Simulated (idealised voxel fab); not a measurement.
Process module heading - voxel capacitor over wiring
Square cells of 5 nm make up the cross-section cut, whose width is 240 nm.
Each cross-section below is a grid of square cells, stated as bands in top-down order, with one or more rows of cells making up each band.
First you get the band's top height and its bottom height, in nm, and then the materials it's made of, left to right, with each width in nm. If you see a single material with "throughout", that one covers the band edge to edge. "empty" is empty space.
Beneath 0, the wafer as received is one material, and that level is where height counting begins. The lowest band goes on downward without a bottom; it is written like "z 0 and below".
A two-number width, for instance "30->40", indicates that the width is equal to the first number in the top row of the band and to the second number in the bottom row, and that it changes by a constant amount per row of cells.
The cross-section has no changed cell in any step marked "everything unchanged".
Heads up: "Fully sealed voids" only lists the empty pockets with no open path to the top that are 8 cells or more, and it writes them as width x height at distance, distance from the left edge, in nm.
Step line, after settings: the simulator's comment on this step.
Each step line may optionally specify "overlay nm", which for a step with a mask gives the rightward distance between the mask's planned place and where it lay, a negative value indicating the leftward direction.
These are the steps we planned for the process
1. RECEIVE: material Si
2. CONFORMAL_DEP: material SiO2, thk nm 15
3. DIRECTIONAL_DEP: material TiN, thk nm 5
4. DIRECTIONAL_DEP: material W, thk nm 15
5. MASKED_ETCH: tone cover, mask id METAL_1, width nm 30, pitch nm 90, etch materials W, depth nm 15, overlay nm 0
6. MASKED_ETCH: tone cover, mask id METAL_1, width nm 30, pitch nm 90, etch materials TiN, depth nm 5, overlay nm 0
7. FILL_DEP: material SiO2, thk nm 10
8. CMP: height nm 35
9. CONFORMAL_DEP: material SiCN, thk nm 5
10. DIRECTIONAL_DEP: material lowk, thk nm 20
11. PATTERN: tone open, mask id PLUG_1, material resist, width nm 15, thk nm 20, overlay nm 0
12. DIRECTIONAL_ETCH: etch materials lowk, depth nm 20
13. DIRECTIONAL_ETCH: etch materials SiCN, depth nm 5
14. STRIP: etch materials resist
15. EPI: material Ru, thk nm 10
16. EPI: material Ru, thk nm 10
17. EPI: material Ru, thk nm 5
18. DIRECTIONAL_DEP: material TiN, thk nm 5
19. DIRECTIONAL_DEP: material SiN, thk nm 5
20. DIRECTIONAL_DEP: material TiN, thk nm 10
21. PATTERN: tone cover, mask id UPPER_PLATE, material resist, width nm 65, thk nm 15, overlay nm 0
22. DIRECTIONAL_ETCH: etch materials TiN, depth nm 10
23. DIRECTIONAL_ETCH: etch materials SiN, depth nm 5
24. STRIP: etch materials resist
25. MASKED_ETCH: tone cover, mask id LOWER_PLATE, width nm 75, etch materials TiN, depth nm 5, overlay nm 0
26. FILL_DEP: material SiO2, thk nm 15
27. CMP: height nm 90
28. DIRECTIONAL_DEP: material aC, thk nm 10
29. PATTERN: tone open, mask id PLUG_2, material resist, width nm 15, thk nm 25, overlay nm 0
30. DIRECTIONAL_ETCH: etch materials aC, depth nm 10
31. STRIP: etch materials resist
32. DIRECTIONAL_ETCH: etch materials SiO2, depth nm 10
33. STRIP: etch materials aC
34. CONFORMAL_DEP: material TiN, thk nm 5
35. FILL_DEP: material Ru, thk nm 5
36. CMP: height nm 90
37. CONFORMAL_DEP: material SiN, thk nm 5
Cross-section of the wafer at receipt, which is the condition after step 1
    z 0 and below: Si throughout
    Fully sealed voids: none
Cross-sectional image of the first of two wafers at the end of the module, the run having proceeded as planned
    z 95 to 90: SiN throughout
    z 90 to 85: 85 of SiO2 / 5 of TiN / 5 of Ru / 5 of TiN / 140 of SiO2
    z 85 to 80: 85 of SiO2 / 15 of TiN / 140 of SiO2
    z 80 to 70: 75 of SiO2 / 65 of TiN / 100 of SiO2
    z 70 to 65: 75 of SiO2 / 65 of SiN / 100 of SiO2
    z 65 to 60: 70 of SiO2 / 75 of TiN / 95 of SiO2
    z 60 to 40: 75 of lowk / 15 of Ru / 150 of lowk
    z 40 to 35: 75 of SiCN / 15 of Ru / 150 of SiCN
    z 35 to 20: 60 of SiO2 / 30 of W / 60 of SiO2 / 30 of W / 60 of SiO2
    z 20 to 15: 60 of SiO2 / 30 of TiN / 60 of SiO2 / 30 of TiN / 60 of SiO2
    z 15 to 0: SiO2 throughout
    z 0 and below: Si throughout
    Fully sealed voids: none
Wafer two, end of module, cross-section. Same start, same plan as wafer one. One mistake in the run
    z 95 to 90: lowk throughout
    z 90 to 85: 85 of SiO2 / 5 of TiN / 5 of Ru / 5 of TiN / 140 of SiO2
    z 85 to 80: 85 of SiO2 / 15 of TiN / 140 of SiO2
    z 80 to 70: 75 of SiO2 / 65 of TiN / 100 of SiO2
    z 70 to 65: 75 of SiO2 / 65 of SiN / 100 of SiO2
    z 65 to 60: 70 of SiO2 / 75 of TiN / 95 of SiO2
    z 60 to 40: 75 of lowk / 15 of Ru / 150 of lowk
    z 40 to 35: 75 of SiCN / 15 of Ru / 150 of SiCN
    z 35 to 20: 60 of SiO2 / 30 of W / 60 of SiO2 / 30 of W / 60 of SiO2
    z 20 to 15: 60 of SiO2 / 30 of TiN / 60 of SiO2 / 30 of TiN / 60 of SiO2
    z 15 to 0: SiO2 throughout
    z 0 and below: Si throughout
    Fully sealed voids: none
Short version of what went wrong: step 37 changed vs plan, executed as CONFORMAL_DEP: material lowk, thk nm 5
Bottom line after processing is that, in cells, the second wafer is up or down on some materials versus the first: 48 fewer of SiN | 48 more of lowk
